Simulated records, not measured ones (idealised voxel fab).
Herein follows the process module entitled voxel spacer lines.
Square cell edge 5 nm, section width 275 nm, ID cut.
A cross-section is written here as square cells arranged in a grid, and it is given in bands from the top down, each band taking up one or more rows of cells.
Band: top and bottom heights (nm) first, top before bottom; then materials from left to right, widths in nm. "edge to edge" marks a sole material filling the band edge to edge. "air" denotes empty space.
We count height from 0. Below that, the starting wafer is all one material. The lowest band never ends at the bottom but goes on down; see "0 -> down" for how that is written.
Width spec "30..40" -> top row of cells at first value, bottom row at second value, equal per-row change in between.
Step note "no change" = no cross-section cell changed.
"Sealed internal voids" means: voids of 8 cells or more that are shut off from the top with no open way through. Written width x height at distance, distance from the left edge, in nm.
Heads up: the bit after the settings on a step's line is the simulator's remark on that step.
"overlay nm" denotes, for a step that has a mask, the displacement of the mask to the right of its planned place, with negative values corresponding to the left.
# Here's what the planned process steps look like
step 1: RECEIVE with material Si
step 2: CONFORMAL_DEP with material Al2O3, thk nm 5
step 3: DIRECTIONAL_DEP with material polySi, thk nm 15
step 4: DIRECTIONAL_DEP with material aC, thk nm 20
step 5: PATTERN with tone cover, mask id MANDREL, material resist, width nm 15, pitch nm 50, thk nm 25, overlay nm 0
step 6: DIRECTIONAL_ETCH with etch materials aC, depth nm 20
step 7: STRIP with etch materials resist
step 8: CONFORMAL_DEP with material SiO2, thk nm 10
step 9: DIRECTIONAL_ETCH with etch materials SiO2, depth nm 10
step 10: STRIP with etch materials aC
step 11: DIRECTIONAL_ETCH with etch materials polySi, depth nm 15
step 12: STRIP with etch materials SiO2
# Run as planned: first of two wafers
# Wafer cross-section on receipt, i.e. after step 1
    0 -> down: Si edge to edge
    Sealed internal voids: none
# Upon completion of step 2, the wafer appears in cross-section as shown
    5 -> 0: Al2O3 edge to edge
    Under the height 0 nothing was changed.
# Upon completion of step 3, the wafer appears in cross-section as shown
    20 -> 5: polySi edge to edge
    Under the height 5 nothing was changed.
# Upon completion of step 4, the wafer appears in cross-section as shown
    40 -> 20: aC edge to edge
    Under the height 20 nothing was changed.
# Upon completion of step 5, the wafer appears in cross-section as shown
    65 -> 40: air 105 / resist 15 / air 35 / resist 15 / air 105
    Under the height 40 nothing was changed.
# Upon completion of step 6, the wafer appears in cross-section as shown
    45 -> 40: air 105 / resist 15 / air 35 / resist 15 / air 105
    40 -> 20: air 105 / aC 15 / air 35 / aC 15 / air 105
    Under the height 20 nothing was changed.
# Upon completion of step 7, the wafer appears in cross-section as shown
    40 -> 20: air 105 / aC 15 / air 35 / aC 15 / air 105
    Under the height 20 nothing was changed.
# Upon completion of step 8, the wafer appears in cross-section as shown
    50 -> 40: air 95 / SiO2 35 / air 15 / SiO2 35 / air 95
    40 -> 30: air 95 / SiO2 10 / aC 15 / SiO2 10 / air 15 / SiO2 10 / aC 15 / SiO2 10 / air 95
    30 -> 20: SiO2 105 / aC 15 / SiO2 35 / aC 15 / SiO2 105
    Under the height 20 nothing was changed.
# Upon completion of step 9, the wafer appears in cross-section as shown
    40 -> 20: air 95 / SiO2 10 / aC 15 / SiO2 10 / air 15 / SiO2 10 / aC 15 / SiO2 10 / air 95
    Under the height 20 nothing was changed.
# Upon completion of step 10, the wafer appears in cross-section as shown
    40 -> 20: air 95 / SiO2 10 / air 15 / SiO2 10 / air 15 / SiO2 10 / air 15 / SiO2 10 / air 95
    Under the height 20 nothing was changed.
# Upon completion of step 11, the wafer appears in cross-section as shown
    40 -> 20: air 95 / SiO2 10 / air 15 / SiO2 10 / air 15 / SiO2 10 / air 15 / SiO2 10 / air 95
    20 -> 5: air 95 / polySi 10 / air 15 / polySi 10 / air 15 / polySi 10 / air 15 / polySi 10 / air 95
    Under the height 5 nothing was changed.
# Upon completion of step 12, the wafer appears in cross-section as shown
    20 -> 5: air 95 / polySi 10 / air 15 / polySi 10 / air 15 / polySi 10 / air 15 / polySi 10 / air 95
    Under the height 5 nothing was changed.
# Second wafer, same starting state and plan as the first, one mistake in the run, identical through step 2
# Planned end of step 3: second wafer, cross-section
    35 -> 5: polySi edge to edge
    Under the height 5 nothing was changed.
# Planned end of step 4: second wafer, cross-section
    55 -> 35: aC edge to edge
    Under the height 35 nothing was changed.
# Planned end of step 5: second wafer, cross-section
    80 -> 55: air 105 / resist 15 / air 35 / resist 15 / air 105
    Under the height 55 nothing was changed.
# Planned end of step 6: second wafer, cross-section
    60 -> 55: air 105 / resist 15 / air 35 / resist 15 / air 105
    55 -> 35: air 105 / aC 15 / air 35 / aC 15 / air 105
    Under the height 35 nothing was changed.
# Planned end of step 7: second wafer, cross-section
    55 -> 35: air 105 / aC 15 / air 35 / aC 15 / air 105
    Under the height 35 nothing was changed.
# Planned end of step 8: second wafer, cross-section
    65 -> 55: air 95 / SiO2 35 / air 15 / SiO2 35 / air 95
    55 -> 45: air 95 / SiO2 10 / aC 15 / SiO2 10 / air 15 / SiO2 10 / aC 15 / SiO2 10 / air 95
    45 -> 35: SiO2 105 / aC 15 / SiO2 35 / aC 15 / SiO2 105
    Under the height 35 nothing was changed.
# Planned end of step 9: second wafer, cross-section
    55 -> 35: air 95 / SiO2 10 / aC 15 / SiO2 10 / air 15 / SiO2 10 / aC 15 / SiO2 10 / air 95
    Under the height 35 nothing was changed.
# Planned end of step 10: second wafer, cross-section
    55 -> 35: air 95 / SiO2 10 / air 15 / SiO2 10 / air 15 / SiO2 10 / air 15 / SiO2 10 / air 95
    Under the height 35 nothing was changed.
# Planned end of step 11: second wafer, cross-section
    55 -> 35: air 95 / SiO2 10 / air 15 / SiO2 10 / air 15 / SiO2 10 / air 15 / SiO2 10 / air 95
    35 -> 20: air 95 / polySi 10 / air 15 / polySi 10 / air 15 / polySi 10 / air 15 / polySi 10 / air 95
    Under the height 20 nothing was changed.
# Planned end of step 12: second wafer, cross-section
    35 -> 20: air 95 / polySi 10 / air 15 / polySi 10 / air 15 / polySi 10 / air 15 / polySi 10 / air 95
    Under the height 20 nothing was changed.
Nonconformance to the process plan: step 3 in the plan was executed twice
The final cell counts differ between the wafers, with the second having more or fewer of some materials than the first: 165 more of polySi
